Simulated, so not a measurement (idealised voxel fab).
The document below concerns the process module designated voxel spacer lines.
The cross-section on display is named cut; it measures 215 nm wide, and its cells are 5 nm squares.
In what follows, cross-sections appear as grids of square cells, described through bands that run from the top down, where every band is one or more rows of cells. Heights first: top, then bottom, in nm. Then materials, left to right, each with a width in nm. "throughout" on a single material: fills the band edge to edge. "air": empty space. Heights are reckoned from 0. Under this level, the received wafer is all of one material. The bottommost band is open-ended downward, for example "0 nm and below". Width: "30..40" (first number = top row, second number = bottom row, same change from row to row of cells). Key: "remained unchanged" - step with no changed cell in the cross-section. For the entry "Closed internal cavities", the listed items are empty spaces with no open way to the top whose size is 8 cells or more; each item follows the pattern width x height at distance, where distance is from the left edge and all three are in nm. Step line, after settings: the simulator's comment on this step. Regarding "overlay nm": on a step with a mask, it is the distance the mask lay to the right of its planned place; a negative value places it to the left.

Intended process steps:
- 1: RECEIVE | material Si
- 2: CONFORMAL_DEP | material Al2O3 | thk nm 10
- 3: DIRECTIONAL_DEP | material SiN | thk nm 15
- 4: DIRECTIONAL_DEP | material polySi | thk nm 30
- 5: PATTERN | tone cover | mask id MANDREL | material resist | width nm 20 | pitch nm 60 | thk nm 35 | overlay nm 0
- 6: DIRECTIONAL_ETCH | etch materials polySi | depth nm 30
- 7: STRIP | etch materials resist
- 8: CONFORMAL_DEP | material SiO2 | thk nm 10
- 9: DIRECTIONAL_ETCH | etch materials SiO2 | depth nm 10
- 10: STRIP | etch materials polySi
- 11: DIRECTIONAL_ETCH | etch materials SiN | depth nm 15
- 12: STRIP | etch materials SiO2

First wafer of two (run as planned):

Cross-section, incoming material, after step 1:
> 0 nm and below = Si throughout
> Closed internal cavities: none

Take a look at the wafer's cross-section after step 2:
> 10 nm to 0 nm = Al2O3 throughout
> At heights below 0, the structure remains unaltered.

Take a look at the wafer's cross-section after step 3:
> 25 nm to 10 nm = SiN throughout
> At heights below 10, the structure remains unaltered.

Take a look at the wafer's cross-section after step 4:
> 55 nm to 25 nm = polySi throughout
> At heights below 25, the structure remains unaltered.

Take a look at the wafer's cross-section after step 5:
> 90 nm to 55 nm = 65 of air, then 20 of resist, then 40 of air, then 20 of resist, then 70 of air
> At heights below 55, the structure remains unaltered.

Take a look at the wafer's cross-section after step 6:
> 90 nm to 55 nm = 65 of air, then 20 of resist, then 40 of air, then 20 of resist, then 70 of air
> 55 nm to 25 nm = 65 of air, then 20 of polySi, then 40 of air, then 20 of polySi, then 70 of air
> At heights below 25, the structure remains unaltered.

Take a look at the wafer's cross-section after step 7:
> 55 nm to 25 nm = 65 of air, then 20 of polySi, then 40 of air, then 20 of polySi, then 70 of air
> At heights below 25, the structure remains unaltered.

Take a look at the wafer's cross-section after step 8:
> 65 nm to 55 nm = 55 of air, then 40 of SiO2, then 20 of air, then 40 of SiO2, then 60 of air
> 55 nm to 35 nm = 55 of air, then 10 of SiO2, then 20 of polySi, then 10 of SiO2, then 20 of air, then 10 of SiO2, then 20 of polySi, then 10 of SiO2, then 60 of air
> 35 nm to 25 nm = 65 of SiO2, then 20 of polySi, then 40 of SiO2, then 20 of polySi, then 70 of SiO2
> At heights below 25, the structure remains unaltered.

Take a look at the wafer's cross-section after step 9:
> 55 nm to 25 nm = 55 of air, then 10 of SiO2, then 20 of polySi, then 10 of SiO2, then 20 of air, then 10 of SiO2, then 20 of polySi, then 10 of SiO2, then 60 of air
> At heights below 25, the structure remains unaltered.

Take a look at the wafer's cross-section after step 10:
> 55 nm to 25 nm = 55 of air, then 10 of SiO2, then 20 of air, then 10 of SiO2, then 20 of air, then 10 of SiO2, then 20 of air, then 10 of SiO2, then 60 of air
> At heights below 25, the structure remains unaltered.

Take a look at the wafer's cross-section after step 11:
> 55 nm to 25 nm = 55 of air, then 10 of SiO2, then 20 of air, then 10 of SiO2, then 20 of air, then 10 of SiO2, then 20 of air, then 10 of SiO2, then 60 of air
> 25 nm to 10 nm = 55 of air, then 10 of SiN, then 20 of air, then 10 of SiN, then 20 of air, then 10 of SiN, then 20 of air, then 10 of SiN, then 60 of air
> At heights below 10, the structure remains unaltered.

Take a look at the wafer's cross-section after step 12:
> 25 nm to 10 nm = 55 of air, then 10 of SiN, then 20 of air, then 10 of SiN, then 20 of air, then 10 of SiN, then 20 of air, then 10 of SiN, then 60 of air
> At heights below 10, the structure remains unaltered.

Second Wafer (Identical Start and Plan, One Processing Error; Matches First Wafer Through Step 2):

Second wafer, section view, time point: scheduled end of step 3:
> 40 nm to 10 nm = SiN throughout
> At heights below 10, the structure remains unaltered.

Second wafer, section view, time point: scheduled end of step 4:
> 70 nm to 40 nm = polySi throughout
> At heights below 40, the structure remains unaltered.

Second wafer, section view, time point: scheduled end of step 5:
> 105 nm to 70 nm = 65 of air, then 20 of resist, then 40 of air, then 20 of resist, then 70 of air
> At heights below 70, the structure remains unaltered.

Second wafer, section view, time point: scheduled end of step 6:
> 105 nm to 70 nm = 65 of air, then 20 of resist, then 40 of air, then 20 of resist, then 70 of air
> 70 nm to 40 nm = 65 of air, then 20 of polySi, then 40 of air, then 20 of polySi, then 70 of air
> At heights below 40, the structure remains unaltered.

Second wafer, section view, time point: scheduled end of step 7:
> 70 nm to 40 nm = 65 of air, then 20 of polySi, then 40 of air, then 20 of polySi, then 70 of air
> At heights below 40, the structure remains unaltered.

Second wafer, section view, time point: scheduled end of step 8:
> 80 nm to 70 nm = 55 of air, then 40 of SiO2, then 20 of air, then 40 of SiO2, then 60 of air
> 70 nm to 50 nm = 55 of air, then 10 of SiO2, then 20 of polySi, then 10 of SiO2, then 20 of air, then 10 of SiO2, then 20 of polySi, then 10 of SiO2, then 60 of air
> 50 nm to 40 nm = 65 of SiO2, then 20 of polySi, then 40 of SiO2, then 20 of polySi, then 70 of SiO2
> At heights below 40, the structure remains unaltered.

Second wafer, section view, time point: scheduled end of step 9:
> 70 nm to 40 nm = 55 of air, then 10 of SiO2, then 20 of polySi, then 10 of SiO2, then 20 of air, then 10 of SiO2, then 20 of polySi, then 10 of SiO2, then 60 of air
> At heights below 40, the structure remains unaltered.

Second wafer, section view, time point: scheduled end of step 10:
> 70 nm to 40 nm = 55 of air, then 10 of SiO2, then 20 of air, then 10 of SiO2, then 20 of air, then 10 of SiO2, then 20 of air, then 10 of SiO2, then 60 of air
> At heights below 40, the structure remains unaltered.

Second wafer, section view, time point: scheduled end of step 11:
> 70 nm to 40 nm = 55 of air, then 10 of SiO2, then 20 of air, then 10 of SiO2, then 20 of air, then 10 of SiO2, then 20 of air, then 10 of SiO2, then 60 of air
> 40 nm to 25 nm = 55 of air, then 10 of SiN, then 20 of air, then 10 of SiN, then 20 of air, then 10 of SiN, then 20 of air, then 10 of SiN, then 60 of air
> At heights below 25, the structure remains unaltered.

Second wafer, section view, time point: scheduled end of step 12:
> 40 nm to 25 nm = 55 of air, then 10 of SiN, then 20 of air, then 10 of SiN, then 20 of air, then 10 of SiN, then 20 of air, then 10 of SiN, then 60 of air
> At heights below 25, the structure remains unaltered.
Where did the run depart from the plan? the plan had its step 3 run twice
The final cell counts differ between the wafers, with the second having more or fewer of some materials than the first: 129 more of SiN
